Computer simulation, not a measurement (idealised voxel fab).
This section sets out a process module, namely voxel ribs on slabs.
Xsec cut, 240 nm wide, square cell size 5 nm.
This document writes a cross-section as a grid whose cells are square, and gives it as bands, listed from the top down; one or more rows of cells form a band.
Read a band's entry like this: the first values are the height of its top and the height of its bottom in nm, and what follows is the sequence of materials from left to right, each with its width in nm. Note that "air" is empty space, and that a single material marked "edge to edge" reaches across the band from edge to edge.
Basically, 0 is our baseline, since under it the wafer straight out of the box is all one material. The bottom band has no lower end and keeps on going down, so it looks like "0..down".
Graded width ("30->40"): value in top row of band = first number; value in bottom row = second number; row-to-row change constant.
"stayed the same" (step): cross-section cells unchanged, all of them.
"Voids lacking openings" lists enclosed empty spaces (at least 8 cells, no open path upward to the top), each as width x height at distance from the left edge, in nm.
Heads up: the bit after the settings on a step's line is the simulator's remark on that step.
"overlay nm" on a masked step: distance the mask lay right of its planned place, negative for left.

-- Process steps foreseen in the plan
1) RECEIVE with material Si
2) DIRECTIONAL_DEP with material SiO2, thk nm 25
3) DIRECTIONAL_DEP with material polySi, thk nm 20
4) PATTERN with tone cover, mask id RIB, material resist, width nm 30, thk nm 20, overlay nm 0
5) DIRECTIONAL_ETCH with etch materials polySi, depth nm 5
6) STRIP with etch materials resist
7) DIRECTIONAL_DEP with material aC, thk nm 15
8) PATTERN with tone cover, mask id SLAB, material resist, width nm 60, thk nm 35, overlay nm 0
9) DIRECTIONAL_ETCH with etch materials aC, depth nm 15
10) STRIP with etch materials resist
11) DIRECTIONAL_ETCH with etch materials polySi, depth nm 15
12) STRIP with etch materials aC
13) FILL_DEP with material SiO2, thk nm 30
14) CMP with height nm 65
15) DIRECTIONAL_DEP with material TiN, thk nm 5
16) MASKED_ETCH with tone cover, mask id HEATER, width nm 40, etch materials TiN, depth nm 5, overlay nm 0
17) CONFORMAL_DEP with material SiN, thk nm 5

-- Received-state cross-section, reflecting completion of step 1
* 0..down: Si edge to edge
* Voids lacking openings: none

-- End-of-module XS, first of two wafers, run as planned
* 75..70: air: 95  SiN: 50  air: 95
* 70..65: SiN: 100  TiN: 40  SiN: 100
* 65..45: SiO2 edge to edge
* 45..40: SiO2: 105  polySi: 30  SiO2: 105
* 40..25: SiO2: 90  polySi: 60  SiO2: 90
* 25..0: SiO2 edge to edge
* 0..down: Si edge to edge
* Voids lacking openings: none

-- Cross-section at end of module for the second wafer of two, which matched the first in starting point and plan and differed by one mistake in its processing
* 75..70: air: 95  SiN: 50  air: 95
* 70..65: SiN: 100  TiN: 40  SiN: 100
* 65..45: SiO2 edge to edge
* 45..40: SiO2: 105  polySi: 30  SiO2: 105
* 40..25: SiO2: 90  polySi: 60  SiO2: 90
* 25..0: SiN edge to edge
* 0..down: Si edge to edge
* Voids lacking openings: none
Want to know what went wrong? step 2, actual vs plan mismatch, actual run DIRECTIONAL_DEP with material SiN, thk nm 25
At the finish, the second wafer shows more or fewer cells for some materials than the first does: SiN +240 | SiO2 -240
